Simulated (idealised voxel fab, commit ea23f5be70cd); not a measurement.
The process module presented herein is designated voxel quadruple lines.
Section cut is 230 nm wide and gridded with 5 nm square cells.
Bands, listed from the top down, are how a cross-section gets written in this document; the cross-section itself is a grid of square cells, and a band is one or more rows of them.
Per band: top height and bottom height in nm, followed by the left-to-right materials and their widths in nm; "all across" marks a single material spanning edge to edge, "empty" marks empty space.
Height reference: 0 = level under which incoming wafer is all one material. Lowest band: no bottom, runs on downward, e.g. "from 0 down".
Note: "30 to 40" means the width goes from the first number (top row of the band) to the second number (bottom row) in equal steps per row of cells.
You'll sometimes find "left unchanged" written for a step, and that's the way of saying that nowhere in the cross-section did a cell change during that step.
So "Entrapped voids" is basically the list of trapped voids: any empty space of 8 cells or more that can't reach the top through an opening. They're written width x height at distance, the distance being from the left edge, and it's all nm.
Step line, after settings: the simulator's comment on this step.
A step's line can hold "overlay nm"; with a mask on that step, the setting says how far right of the planned place the mask lay, while a negative setting says it lay to the left.
## This section lists the process steps that were planned
1) RECEIVE: material Si
2) CONFORMAL_DEP: material SiO2, thk nm 10
3) DIRECTIONAL_DEP: material Ru, thk nm 10
4) DIRECTIONAL_DEP: material polySi, thk nm 20
5) DIRECTIONAL_DEP: material aC, thk nm 20
6) PATTERN: tone cover, mask id MANDREL, material resist, width nm 25, pitch nm 100, thk nm 30, overlay nm 0
7) DIRECTIONAL_ETCH: etch materials aC, depth nm 20
8) STRIP: etch materials resist
9) CONFORMAL_DEP: material SiO2, thk nm 15
10) DIRECTIONAL_ETCH: etch materials SiO2, depth nm 15
11) STRIP: etch materials aC
12) DIRECTIONAL_ETCH: etch materials polySi, depth nm 20
13) STRIP: etch materials SiO2
14) CONFORMAL_DEP: material SiN, thk nm 10
15) DIRECTIONAL_ETCH: etch materials SiN, depth nm 10
16) STRIP: etch materials polySi
17) DIRECTIONAL_ETCH: etch materials Ru, depth nm 10
18) STRIP: etch materials SiN
The plan's step 6 width nm is the first wafer's value; the wafers differ in this setting and start identical.
## The first of several wafers in cross-section, exactly as it reached us after step 1
> from 0 down | Si all across
> Entrapped voids: none
## Table: wafers, a row each; end-of-module cell change per material since receipt, gain (+), loss (-); then closed voids
width nm 25 | +32 Ru | +92 SiO2 | Entrapped voids: none
width nm 30 | +32 Ru | +92 SiO2 | Entrapped voids: none
width nm 35 | +32 Ru | +92 SiO2 | Entrapped voids: none
width nm 40 | +32 Ru | +92 SiO2 | Entrapped voids: none
width nm 45 | +32 Ru | +92 SiO2 | Entrapped voids: none
width nm 50 | +32 Ru | +92 SiO2 | Entrapped voids: none
